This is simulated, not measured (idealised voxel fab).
The following is a process module called voxel ribs on slabs.
Each square cell in cross-section cut measures 5 nm, and the section as a whole is 215 nm wide.
A cross-section is written here as square cells arranged in a grid, and it is given in bands from the top down, each band taking up one or more rows of cells. Heads up on the band format: heights come first, top then bottom, in nm. After that it's the materials left to right, each with its width in nm. A single material flagged "edge to edge" fills the whole band edge to edge, and "empty" means there's empty space there. Heights are measured from 0, the level below which the as-received wafer is all one material; the lowest band has no bottom and continues downward, written as in "from 0 down". Graded width ("30..40"): value in top row of band = first number; value in bottom row = second number; row-to-row change constant. Any step labelled "nothing altered" changed none of the cells in the cross-section. "Non-vented voids" enumerates empty spaces isolated from the top, with no open way to it, that contain at least 8 cells, giving each as width x height at distance from the left edge, all three in nm. On each step's line, the part that comes after the settings is the simulator's own comment on the step. The optional step-line setting "overlay nm" applies to steps with a mask and quantifies how far to the right of its planned location the mask lay, a negative value indicating leftward placement.
# Intended process steps
1: RECEIVE [material Si]
2: DIRECTIONAL_DEP [material SiO2] [thk nm 30]
3: DIRECTIONAL_DEP [material polySi] [thk nm 25]
4: DIRECTIONAL_DEP [material aC] [thk nm 15]
5: PATTERN [tone cover] [mask id RIB] [material resist] [width nm 15] [thk nm 35] [overlay nm 0]
6: DIRECTIONAL_ETCH [etch materials aC] [depth nm 15]
7: STRIP [etch materials resist]
8: DIRECTIONAL_ETCH [etch materials polySi] [depth nm 20]
9: STRIP [etch materials aC]
10: DIRECTIONAL_DEP [material aC] [thk nm 10]
11: PATTERN [tone cover] [mask id SLAB] [material resist] [width nm 55] [thk nm 30] [overlay nm 0]
12: DIRECTIONAL_ETCH [etch materials aC] [depth nm 10]
13: STRIP [etch materials resist]
14: DIRECTIONAL_ETCH [etch materials polySi] [depth nm 5]
15: STRIP [etch materials aC]
16: FILL_DEP [material SiO2] [thk nm 25]
17: CMP [height nm 70]
18: DIRECTIONAL_DEP [material W] [thk nm 5]
19: MASKED_ETCH [tone cover] [mask id HEATER] [width nm 25] [etch materials W] [depth nm 5] [overlay nm 0]
20: CONFORMAL_DEP [material SiN] [thk nm 5]
# First wafer, two in total, run as planned
# Cross-section of the incoming wafer, state after step 1
* from 0 down  Si edge to edge
* Non-vented voids: none
# The wafer in cross-section once step 2 is complete
* from 30 to 0  SiO2 edge to edge
* Beneath the level 0, the cross-section is identical to its previous state.
# The wafer in cross-section once step 3 is complete
* from 55 to 30  polySi edge to edge
* Beneath the level 30, the cross-section is identical to its previous state.
# The wafer in cross-section once step 4 is complete
* from 70 to 55  aC edge to edge
* Beneath the level 55, the cross-section is identical to its previous state.
# The wafer in cross-section once step 5 is complete
* from 105 to 70  empty 100 nm, then resist 15 nm, then empty 100 nm
* Beneath the level 70, the cross-section is identical to its previous state.
# The wafer in cross-section once step 6 is complete
* from 90 to 70  empty 100 nm, then resist 15 nm, then empty 100 nm
* from 70 to 55  empty 100 nm, then aC 15 nm, then empty 100 nm
* Beneath the level 55, the cross-section is identical to its previous state.
# The wafer in cross-section once step 7 is complete
* from 70 to 55  empty 100 nm, then aC 15 nm, then empty 100 nm
* Beneath the level 55, the cross-section is identical to its previous state.
# The wafer in cross-section once step 8 is complete
* from 70 to 55  empty 100 nm, then aC 15 nm, then empty 100 nm
* from 55 to 35  empty 100 nm, then polySi 15 nm, then empty 100 nm
* Beneath the level 35, the cross-section is identical to its previous state.
# The wafer in cross-section once step 9 is complete
* from 55 to 35  empty 100 nm, then polySi 15 nm, then empty 100 nm
* Beneath the level 35, the cross-section is identical to its previous state.
# The wafer in cross-section once step 10 is complete
* from 65 to 55  empty 100 nm, then aC 15 nm, then empty 100 nm
* from 55 to 45  empty 100 nm, then polySi 15 nm, then empty 100 nm
* from 45 to 35  aC 100 nm, then polySi 15 nm, then aC 100 nm
* Beneath the level 35, the cross-section is identical to its previous state.
# The wafer in cross-section once step 11 is complete
* from 95 to 65  empty 80 nm, then resist 55 nm, then empty 80 nm
* from 65 to 55  empty 80 nm, then resist 20 nm, then aC 15 nm, then resist 20 nm, then empty 80 nm
* from 55 to 45  empty 80 nm, then resist 20 nm, then polySi 15 nm, then resist 20 nm, then empty 80 nm
* Beneath the level 45, the cross-section is identical to its previous state.
# The wafer in cross-section once step 12 is complete
* from 85 to 65  empty 80 nm, then resist 55 nm, then empty 80 nm
* from 65 to 55  empty 80 nm, then resist 20 nm, then aC 15 nm, then resist 20 nm, then empty 80 nm
* from 55 to 45  empty 80 nm, then resist 20 nm, then polySi 15 nm, then resist 20 nm, then empty 80 nm
* from 45 to 35  empty 80 nm, then aC 20 nm, then polySi 15 nm, then aC 20 nm, then empty 80 nm
* Beneath the level 35, the cross-section is identical to its previous state.
# The wafer in cross-section once step 13 is complete
* from 65 to 55  empty 100 nm, then aC 15 nm, then empty 100 nm
* from 55 to 45  empty 100 nm, then polySi 15 nm, then empty 100 nm
* Beneath the level 45, the cross-section is identical to its previous state.
# The wafer in cross-section once step 14 is complete
* from 65 to 55  empty 100 nm, then aC 15 nm, then empty 100 nm
* from 55 to 45  empty 100 nm, then polySi 15 nm, then empty 100 nm
* from 45 to 35  empty 80 nm, then aC 20 nm, then polySi 15 nm, then aC 20 nm, then empty 80 nm
* from 35 to 30  empty 80 nm, then polySi 55 nm, then empty 80 nm
* Beneath the level 30, the cross-section is identical to its previous state.
# The wafer in cross-section once step 15 is complete
* from 55 to 35  empty 100 nm, then polySi 15 nm, then empty 100 nm
* Beneath the level 35, the cross-section is identical to its previous state.
# The wafer in cross-section once step 16 is complete
* from 80 to 55  SiO2 edge to edge
* from 55 to 35  SiO2 100 nm, then polySi 15 nm, then SiO2 100 nm
* from 35 to 30  SiO2 80 nm, then polySi 55 nm, then SiO2 80 nm
* Beneath the level 30, the cross-section is identical to its previous state.
# The wafer in cross-section once step 17 is complete
* from 70 to 55  SiO2 edge to edge
* Beneath the level 55, the cross-section is identical to its previous state.
# The wafer in cross-section once step 18 is complete
* from 75 to 70  W edge to edge
* Beneath the level 70, the cross-section is identical to its previous state.
# The wafer in cross-section once step 19 is complete
* from 75 to 70  empty 95 nm, then W 25 nm, then empty 95 nm
* Beneath the level 70, the cross-section is identical to its previous state.
# The wafer in cross-section once step 20 is complete
* from 80 to 75  empty 90 nm, then SiN 35 nm, then empty 90 nm
* from 75 to 70  SiN 95 nm, then W 25 nm, then SiN 95 nm
* Beneath the level 70, the cross-section is identical to its previous state.
# Second wafer, same starting conditions and recipe as the first, one mistake in executing it, nothing differs from the first up to and including step 19
At the planned end of step 20, the second wafer in cross-section: nothing altered
The mistake made against the process plan was this: heads up, step 20 of the plan was skipped and never actually ran
The second wafer ends with more or fewer cells of some materials than the first, per final count: SiN -45
